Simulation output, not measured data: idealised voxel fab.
The process module that follows is named voxel capacitor over wiring.
Square cell edge 5 nm, section width 195 nm, ID cut.
In what follows, cross-sections appear as grids of square cells, described through bands that run from the top down, where every band is one or more rows of cells. First you get the band's top height and its bottom height, in nm, and then the materials it's made of, left to right, with each width in nm. If you see a single material with "all across", that one covers the band edge to edge. "air" is empty space. Height is counted from the level 0, under which the received wafer is composed throughout of one material. The lowest of the bands is not closed at the bottom but continues downward, in the notation "0 down". A width given as "30..40" starts at the first number in the band's top row and ends at the second number in its bottom row, shifting by an equal amount at every step from row to row. No cell of the cross-section changed in a step that is given as "no modification". In the "Sealed void list" entry, you get each enclosed empty space of 8 cells or more, one with no open way to the top, written width x height at distance, distance from the left edge, in nm. Read whatever lies past the settings on a step's line as the simulator's own remark about the step. Each step line may optionally specify "overlay nm", which for a step with a mask gives the rightward distance between the mask's planned place and where it lay, a negative value indicating the leftward direction.
So here's the lineup of process steps we planned:
1,RECEIVE with material Si
2,CONFORMAL_DEP with material SiO2, thk nm 15
3,CONFORMAL_DEP with material SiN, thk nm 5
4,DIRECTIONAL_DEP with material lowk, thk nm 15
5,DIRECTIONAL_DEP with material aC, thk nm 15
6,PATTERN with tone open, mask id METAL_1, material resist, width nm 30, pitch nm 80, thk nm 30, overlay nm 0
7,DIRECTIONAL_ETCH with etch materials aC, depth nm 15
8,STRIP with etch materials resist
9,DIRECTIONAL_ETCH with etch materials lowk, depth nm 15
10,DIRECTIONAL_ETCH with etch materials SiN, depth nm 5
11,STRIP with etch materials aC
12,CONFORMAL_DEP with material TiN, thk nm 5
13,FILL_DEP with material Ru, thk nm 10
14,CMP with height nm 35
15,CONFORMAL_DEP with material SiCN, thk nm 5
16,DIRECTIONAL_DEP with material SiO2, thk nm 15
17,MASKED_ETCH with tone open, mask id PLUG_1, width nm 15, etch materials SiO2, depth nm 15, overlay nm 0
18,MASKED_ETCH with tone open, mask id PLUG_1, width nm 15, etch materials SiCN, depth nm 5, overlay nm 0
19,EPI with material Ru, thk nm 10
20,EPI with material Ru, thk nm 10
21,DIRECTIONAL_DEP with material TiN, thk nm 5
22,DIRECTIONAL_DEP with material HfO2, thk nm 5
23,DIRECTIONAL_DEP with material TiN, thk nm 5
24,MASKED_ETCH with tone cover, mask id UPPER_PLATE, width nm 55, etch materials TiN, depth nm 5, overlay nm 0
25,MASKED_ETCH with tone cover, mask id UPPER_PLATE, width nm 55, etch materials HfO2, depth nm 5, overlay nm 0
26,MASKED_ETCH with tone cover, mask id LOWER_PLATE, width nm 65, etch materials TiN, depth nm 5, overlay nm 0
27,FILL_DEP with material SiO2, thk nm 20
28,CMP with height nm 85
29,PATTERN with tone open, mask id PLUG_2, material resist, width nm 15, thk nm 15, overlay nm 0
30,DIRECTIONAL_ETCH with etch materials SiO2, depth nm 15
31,STRIP with etch materials resist
32,CONFORMAL_DEP with material TiN, thk nm 5
33,FILL_DEP with material W, thk nm 5
34,CMP with height nm 85
35,CONFORMAL_DEP with material SiCN, thk nm 5
On the first of the two wafers: run conducted according to plan:
Cross-section, incoming material, after step 1:
	0 down | Si all across
	Sealed void list: none
The wafer, seen in cross-section, after step 2:
	15 to 0 | SiO2 all across
	Nothing below the height 0 has changed.
The wafer, seen in cross-section, after step 3:
	20 to 15 | SiN all across
	Nothing below the height 15 has changed.
The wafer, seen in cross-section, after step 4:
	35 to 20 | lowk all across
	Nothing below the height 20 has changed.
The wafer, seen in cross-section, after step 5:
	50 to 35 | aC all across
	Nothing below the height 35 has changed.
The wafer, seen in cross-section, after step 6:
	80 to 50 | 40 resist; 30 air; 50 resist; 30 air; 45 resist
	Nothing below the height 50 has changed.
The wafer, seen in cross-section, after step 7:
	65 to 50 | 40 resist; 30 air; 50 resist; 30 air; 45 resist
	50 to 35 | 40 aC; 30 air; 50 aC; 30 air; 45 aC
	Nothing below the height 35 has changed.
The wafer, seen in cross-section, after step 8:
	50 to 35 | 40 aC; 30 air; 50 aC; 30 air; 45 aC
	Nothing below the height 35 has changed.
The wafer, seen in cross-section, after step 9:
	50 to 35 | 40 aC; 30 air; 50 aC; 30 air; 45 aC
	35 to 20 | 40 lowk; 30 air; 50 lowk; 30 air; 45 lowk
	Nothing below the height 20 has changed.
The wafer, seen in cross-section, after step 10:
	50 to 35 | 40 aC; 30 air; 50 aC; 30 air; 45 aC
	35 to 20 | 40 lowk; 30 air; 50 lowk; 30 air; 45 lowk
	20 to 15 | 40 SiN; 30 air; 50 SiN; 30 air; 45 SiN
	Nothing below the height 15 has changed.
The wafer, seen in cross-section, after step 11:
	35 to 20 | 40 lowk; 30 air; 50 lowk; 30 air; 45 lowk
	Nothing below the height 20 has changed.
The wafer, seen in cross-section, after step 12:
	40 to 35 | 45 TiN; 20 air; 60 TiN; 20 air; 50 TiN
	35 to 20 | 40 lowk; 5 TiN; 20 air; 5 TiN; 50 lowk; 5 TiN; 20 air; 5 TiN; 45 lowk
	20 to 15 | 40 SiN; 30 TiN; 50 SiN; 30 TiN; 45 SiN
	Nothing below the height 15 has changed.
The wafer, seen in cross-section, after step 13:
	50 to 40 | Ru all across
	40 to 35 | 45 TiN; 20 Ru; 60 TiN; 20 Ru; 50 TiN
	35 to 20 | 40 lowk; 5 TiN; 20 Ru; 5 TiN; 50 lowk; 5 TiN; 20 Ru; 5 TiN; 45 lowk
	Nothing below the height 20 has changed.
The wafer, seen in cross-section, after step 14:
	35 to 20 | 40 lowk; 5 TiN; 20 Ru; 5 TiN; 50 lowk; 5 TiN; 20 Ru; 5 TiN; 45 lowk
	Nothing below the height 20 has changed.
The wafer, seen in cross-section, after step 15:
	40 to 35 | SiCN all across
	Nothing below the height 35 has changed.
The wafer, seen in cross-section, after step 16:
	55 to 40 | SiO2 all across
	Nothing below the height 40 has changed.
The wafer, seen in cross-section, after step 17:
	55 to 40 | 55 SiO2; 15 air; 125 SiO2
	Nothing below the height 40 has changed.
The wafer, seen in cross-section, after step 18:
	55 to 40 | 55 SiO2; 15 air; 125 SiO2
	40 to 35 | 55 SiCN; 15 air; 125 SiCN
	Nothing below the height 35 has changed.
The wafer, seen in cross-section, after step 19:
	55 to 45 | 55 SiO2; 15 air; 125 SiO2
	45 to 40 | 55 SiO2; 15 Ru; 125 SiO2
	40 to 35 | 55 SiCN; 15 Ru; 125 SiCN
	Nothing below the height 35 has changed.
The wafer, seen in cross-section, after step 20:
	55 to 40 | 55 SiO2; 15 Ru; 125 SiO2
	Nothing below the height 40 has changed.
The wafer, seen in cross-section, after step 21:
	60 to 55 | TiN all across
	Nothing below the height 55 has changed.
The wafer, seen in cross-section, after step 22:
	65 to 60 | HfO2 all across
	Nothing below the height 60 has changed.
The wafer, seen in cross-section, after step 23:
	70 to 65 | TiN all across
	Nothing below the height 65 has changed.
The wafer, seen in cross-section, after step 24:
	70 to 65 | 55 air; 55 TiN; 85 air
	Nothing below the height 65 has changed.
The wafer, seen in cross-section, after step 25:
	70 to 65 | 55 air; 55 TiN; 85 air
	65 to 60 | 55 air; 55 HfO2; 85 air
	Nothing below the height 60 has changed.
The wafer, seen in cross-section, after step 26:
	70 to 65 | 55 air; 55 TiN; 85 air
	65 to 60 | 55 air; 55 HfO2; 85 air
	60 to 55 | 50 air; 65 TiN; 80 air
	Nothing below the height 55 has changed.
The wafer, seen in cross-section, after step 27:
	90 to 70 | SiO2 all across
	70 to 65 | 55 SiO2; 55 TiN; 85 SiO2
	65 to 60 | 55 SiO2; 55 HfO2; 85 SiO2
	60 to 55 | 50 SiO2; 65 TiN; 80 SiO2
	Nothing below the height 55 has changed.
The wafer, seen in cross-section, after step 28:
	85 to 70 | SiO2 all across
	Nothing below the height 70 has changed.
The wafer, seen in cross-section, after step 29:
	100 to 85 | 65 resist; 15 air; 115 resist
	Nothing below the height 85 has changed.
The wafer, seen in cross-section, after step 30:
	100 to 85 | 65 resist; 15 air; 115 resist
	85 to 70 | 65 SiO2; 15 air; 115 SiO2
	Nothing below the height 70 has changed.
The wafer, seen in cross-section, after step 31:
	85 to 70 | 65 SiO2; 15 air; 115 SiO2
	Nothing below the height 70 has changed.
The wafer, seen in cross-section, after step 32:
	90 to 85 | 70 TiN; 5 air; 120 TiN
	85 to 75 | 65 SiO2; 5 TiN; 5 air; 5 TiN; 115 SiO2
	75 to 65 | 65..55 SiO2; 15..55 TiN; 115..85 SiO2
	Nothing below the height 65 has changed.
The wafer, seen in cross-section, after step 33:
	95 to 90 | W all across
	90 to 85 | 70 TiN; 5 W; 120 TiN
	85 to 75 | 65 SiO2; 5 TiN; 5 W; 5 TiN; 115 SiO2
	Nothing below the height 75 has changed.
The wafer, seen in cross-section, after step 34:
	85 to 75 | 65 SiO2; 5 TiN; 5 W; 5 TiN; 115 SiO2
	Nothing below the height 75 has changed.
The wafer, seen in cross-section, after step 35:
	90 to 85 | SiCN all across
	Nothing below the height 85 has changed.
The second wafer was prepared from the same starting point and under the same plan as the first; its processing contained one mistake, and it remains indistinguishable from the first wafer up to and including step 31:
Cross-section of the second wafer at the time step 32 of the plan should have ended:
	90 to 75 | 70 SiO2; 5 air; 120 SiO2
	75 to 70 | SiO2 all across
	Nothing below the height 70 has changed.
Cross-section of the second wafer at the time step 33 of the plan should have ended:
	95 to 90 | W all across
	90 to 75 | 70 SiO2; 5 W; 120 SiO2
	Nothing below the height 75 has changed.
Cross-section of the second wafer at the time step 34 of the plan should have ended:
	85 to 75 | 70 SiO2; 5 W; 120 SiO2
	Nothing below the height 75 has changed.
Cross-section of the second wafer at the time step 35 of the plan should have ended:
	90 to 85 | SiCN all across
	Nothing below the height 85 has changed.
In executing the process, a mistake was made relative to the plan: step 32, actual vs plan mismatch, actual run CONFORMAL_DEP with material SiO2, thk nm 5
Wrapping up, a cell-based count of both wafers puts the second over or under the first for these materials: SiO2: 7 more, TiN: 7 fewer
